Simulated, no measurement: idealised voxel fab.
Proc. module: voxel plated lines
Cross-sectional view cut (width: 175 nm; square cell size: 5 nm).
Bands, listed from the top down, are how a cross-section gets written in this document; the cross-section itself is a grid of square cells, and a band is one or more rows of them. Look at the band entry: it leads with the top's height and the bottom's height in nm. Then it lists the materials left to right, with a width in nm for each. The word "all across" on a single material says that material fills the band edge to edge. The word "blank" is empty space. Measure heights from 0. That's the level where, below it, the as-received wafer is all one material. The lowest band is bottomless and extends downward; write it as in "0 down". With a width like "30..40", each row of cells in the band differs from the next by the same amount, the top row carrying the first number and the bottom row the second. Step marked "no alterations made"? Then no cell in the cross-section changed in it. Voids not open to the top, 8 cells minimum: see "Enclosed internal cavities". Written width x height at distance; distance is from the left edge; nm. On a step's line, text after the settings is the simulator commenting on that step. When a step includes a mask, the "overlay nm" setting on its line states how far to the right of its planned place that mask lay, and negative values state how far to the left.

[So here's the lineup of process steps we planned]
1 RECEIVE: material Si
2 CONFORMAL_DEP: material SiO2, thk nm 5
3 DIRECTIONAL_DEP: material TiN, thk nm 5
4 PATTERN: tone open, mask id LINES, material resist, width nm 20, pitch nm 40, thk nm 40, overlay nm 0
5 EPI: material Ru, thk nm 5
6 EPI: material Ru, thk nm 5
7 EPI: material Ru, thk nm 10
8 STRIP: etch materials resist
9 DIRECTIONAL_ETCH: etch materials TiN, depth nm 5
10 CONFORMAL_DEP: material SiN, thk nm 10

[The first wafer of two, processed as planned]

[Wafer as received: cross-section following step 1]
    0 down  Si all across
    Enclosed internal cavities: none

[Presented here is a cross-section of the wafer after step 2 has been performed]
    5 to 0  SiO2 all across
    Note: structure below 0 unchanged.

[Presented here is a cross-section of the wafer after step 3 has been performed]
    10 to 5  TiN all across
    Note: structure below 5 unchanged.

[Presented here is a cross-section of the wafer after step 4 has been performed]
    50 to 10  35 of resist / 20 of blank / 20 of resist / 20 of blank / 20 of resist / 20 of blank / 40 of resist
    Note: structure below 10 unchanged.

[Presented here is a cross-section of the wafer after step 5 has been performed]
    50 to 15  35 of resist / 20 of blank / 20 of resist / 20 of blank / 20 of resist / 20 of blank / 40 of resist
    15 to 10  35 of resist / 20 of Ru / 20 of resist / 20 of Ru / 20 of resist / 20 of Ru / 40 of resist
    Note: structure below 10 unchanged.

[Presented here is a cross-section of the wafer after step 6 has been performed]
    50 to 20  35 of resist / 20 of blank / 20 of resist / 20 of blank / 20 of resist / 20 of blank / 40 of resist
    20 to 10  35 of resist / 20 of Ru / 20 of resist / 20 of Ru / 20 of resist / 20 of Ru / 40 of resist
    Note: structure below 10 unchanged.

[Presented here is a cross-section of the wafer after step 7 has been performed]
    50 to 30  35 of resist / 20 of blank / 20 of resist / 20 of blank / 20 of resist / 20 of blank / 40 of resist
    30 to 10  35 of resist / 20 of Ru / 20 of resist / 20 of Ru / 20 of resist / 20 of Ru / 40 of resist
    Note: structure below 10 unchanged.

[Presented here is a cross-section of the wafer after step 8 has been performed]
    30 to 10  35 of blank / 20 of Ru / 20 of blank / 20 of Ru / 20 of blank / 20 of Ru / 40 of blank
    Note: structure below 10 unchanged.

[Presented here is a cross-section of the wafer after step 9 has been performed]
    30 to 10  35 of blank / 20 of Ru / 20 of blank / 20 of Ru / 20 of blank / 20 of Ru / 40 of blank
    10 to 5  35 of blank / 20 of TiN / 20 of blank / 20 of TiN / 20 of blank / 20 of TiN / 40 of blank
    Note: structure below 5 unchanged.

[Presented here is a cross-section of the wafer after step 10 has been performed]
    40 to 30  25 of blank / 120 of SiN / 30 of blank
    30 to 15  25 of blank / 10 of SiN / 20 of Ru / 20 of SiN / 20 of Ru / 20 of SiN / 20 of Ru / 10 of SiN / 30 of blank
    15 to 10  35 of SiN / 20 of Ru / 20 of SiN / 20 of Ru / 20 of SiN / 20 of Ru / 40 of SiN
    10 to 5  35 of SiN / 20 of TiN / 20 of SiN / 20 of TiN / 20 of SiN / 20 of TiN / 40 of SiN
    Note: structure below 5 unchanged.

[The second wafer began exactly as the first did and followed the same plan, but one mistake was made while running it; through step 3 inclusive, the two wafers are identical]

[Second wafer, section view, time point: scheduled end of step 4]
    15 to 10  Ru all across
    Note: structure below 10 unchanged.

[Second wafer, section view, time point: scheduled end of step 5]
    55 to 15  35 of resist / 20 of blank / 20 of resist / 20 of blank / 20 of resist / 20 of blank / 40 of resist
    Note: structure below 15 unchanged.

[Second wafer, section view, time point: scheduled end of step 6]
    55 to 20  35 of resist / 20 of blank / 20 of resist / 20 of blank / 20 of resist / 20 of blank / 40 of resist
    20 to 15  35 of resist / 20 of Ru / 20 of resist / 20 of Ru / 20 of resist / 20 of Ru / 40 of resist
    Note: structure below 15 unchanged.

[Second wafer, section view, time point: scheduled end of step 7]
    55 to 30  35 of resist / 20 of blank / 20 of resist / 20 of blank / 20 of resist / 20 of blank / 40 of resist
    30 to 15  35 of resist / 20 of Ru / 20 of resist / 20 of Ru / 20 of resist / 20 of Ru / 40 of resist
    Note: structure below 15 unchanged.

[Second wafer, section view, time point: scheduled end of step 8]
    30 to 15  35 of blank / 20 of Ru / 20 of blank / 20 of Ru / 20 of blank / 20 of Ru / 40 of blank
    Note: structure below 15 unchanged.

Second wafer, section view, time point: scheduled end of step 9: no alterations made

[Second wafer, section view, time point: scheduled end of step 10]
    40 to 30  25 of blank / 120 of SiN / 30 of blank
    30 to 25  25 of blank / 10 of SiN / 20 of Ru / 20 of SiN / 20 of Ru / 20 of SiN / 20 of Ru / 10 of SiN / 30 of blank
    25 to 15  35 of SiN / 20 of Ru / 20 of SiN / 20 of Ru / 20 of SiN / 20 of Ru / 40 of SiN
    Note: structure below 15 unchanged.
Processing error: deviation from plan: step 5 and step 4 executed in one another's positions
FYI, end of process, the second wafer has more or fewer cells of some materials than the first: 23 more of Ru, 24 fewer of SiN, 23 more of TiN
